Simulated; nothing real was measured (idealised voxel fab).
A process module follows: voxel capacitor over wiring.
Xsec cut, 240 nm wide, square cell size 5 nm.
How to read a cross-section here: the picture is a grid of square cells, written as bands going from the top down, and any band can span one or more rows of cells. This entry defines a band. It first specifies the height of the band's top and the height of its bottom in nm, and then specifies the band's materials from left to right, stating each material with its width in nm. The word "edge to edge" identifies a single material that fills the band from edge to edge, while the word "air" identifies empty space. Note: height 0 marks the level under which the wafer is uniformly one material as received. Lowest band unbounded below, written "0 and below". Per-row width for "30..40": begins at first number (top row of band), ends at second number (bottom row), increment between rows held constant. Take "remained unchanged" at face value: in the step it is given for, the cross-section changed in none of its cells. Enclosed voids (no open way to top), threshold 8 cells or more, entry "Voids lacking openings", notation width x height at distance, distance from left edge, nm. Step line, after settings: the simulator's comment on this step. The line of a step may include "overlay nm". On a step with a mask, this value is how far to the right of its planned place the mask lay. A negative value means the mask lay to the left.

HERE'S WHAT THE PLANNED PROCESS STEPS LOOK LIKE
1. RECEIVE (material Si)
2. CONFORMAL_DEP (material SiO2; thk nm 15)
3. DIRECTIONAL_DEP (material TiN; thk nm 5)
4. DIRECTIONAL_DEP (material W; thk nm 25)
5. PATTERN (tone cover; mask id METAL_1; material resist; width nm 25; pitch nm 90; thk nm 20; overlay nm 0)
6. DIRECTIONAL_ETCH (etch materials W; depth nm 25)
7. DIRECTIONAL_ETCH (etch materials TiN; depth nm 5)
8. STRIP (etch materials resist)
9. CONFORMAL_DEP (material SiN; thk nm 5)
10. FILL_DEP (material lowk; thk nm 5)
11. CMP (height nm 45)
12. CONFORMAL_DEP (material SiCN; thk nm 5)
13. DIRECTIONAL_DEP (material SiO2; thk nm 15)
14. DIRECTIONAL_DEP (material aC; thk nm 15)
15. PATTERN (tone open; mask id PLUG_1; material resist; width nm 15; thk nm 30; overlay nm 0)
16. DIRECTIONAL_ETCH (etch materials aC; depth nm 15)
17. STRIP (etch materials resist)
18. DIRECTIONAL_ETCH (etch materials SiO2; depth nm 15)
19. DIRECTIONAL_ETCH (etch materials SiCN; depth nm 5)
20. STRIP (etch materials aC)
21. CONFORMAL_DEP (material TiN; thk nm 5)
22. FILL_DEP (material Ru; thk nm 10)
23. CMP (height nm 65)
24. DIRECTIONAL_DEP (material TiN; thk nm 5)
25. DIRECTIONAL_DEP (material Al2O3; thk nm 5)
26. DIRECTIONAL_DEP (material TiN; thk nm 5)
27. DIRECTIONAL_DEP (material aC; thk nm 10)
28. PATTERN (tone cover; mask id UPPER_PLATE; material resist; width nm 70; thk nm 25; overlay nm 0)
29. DIRECTIONAL_ETCH (etch materials aC; depth nm 10)
30. STRIP (etch materials resist)
31. DIRECTIONAL_ETCH (etch materials TiN; depth nm 5)
32. DIRECTIONAL_ETCH (etch materials Al2O3; depth nm 5)
33. STRIP (etch materials aC)
34. PATTERN (tone cover; mask id LOWER_PLATE; material resist; width nm 80; thk nm 15; overlay nm 0)
35. DIRECTIONAL_ETCH (etch materials TiN; depth nm 5)
36. STRIP (etch materials resist)
37. FILL_DEP (material SiO2; thk nm 15)
38. CMP (height nm 90)
39. PATTERN (tone open; mask id PLUG_2; material resist; width nm 15; thk nm 15; overlay nm 0)
40. DIRECTIONAL_ETCH (etch materials SiO2; depth nm 10)
41. STRIP (etch materials resist)
42. CONFORMAL_DEP (material TiN; thk nm 5)
43. FILL_DEP (material Ru; thk nm 5)
44. CMP (height nm 90)
45. CONFORMAL_DEP (material SiN; thk nm 5)

SHOWN IN CROSS-SECTION IS THE WAFER AS RECEIVED, THAT IS, AS IT STANDS AFTER STEP 1
  0 and below  Si edge to edge
  Voids lacking openings: none

WAFER CROSS-SECTION AT END OF MODULE: START AND PLAN AS SHOWN ABOVE, ONE EXECUTION ERROR
  95 down to 90  SiN edge to edge
  90 down to 85  SiO2 (70) / TiN (70) / SiO2 (100)
  85 down to 80  SiO2 (70) / Al2O3 (70) / SiO2 (100)
  80 down to 75  SiO2 (65) / TiN (80) / SiO2 (95)
  75 down to 70  Ru edge to edge
  70 down to 65  TiN (75) / Ru (5) / TiN (160)
  65 down to 50  SiO2 (70) / TiN (5) / Ru (5) / TiN (5) / SiO2 (155)
  50 down to 45  SiCN (70) / TiN (15) / SiCN (155)
  45 down to 20  lowk (55) / SiN (5) / W (25) / SiN (5) / lowk (55) / SiN (5) / W (25) / SiN (5) / lowk (60)
  20 down to 15  SiN (60) / TiN (25) / SiN (65) / TiN (25) / SiN (65)
  15 down to 0  SiO2 edge to edge
  0 and below  Si edge to edge
  Voids lacking openings: none
What was done differently from what was planned? so step 23 ended up running with a different setting than we planned, it ran as CMP (height nm 75)
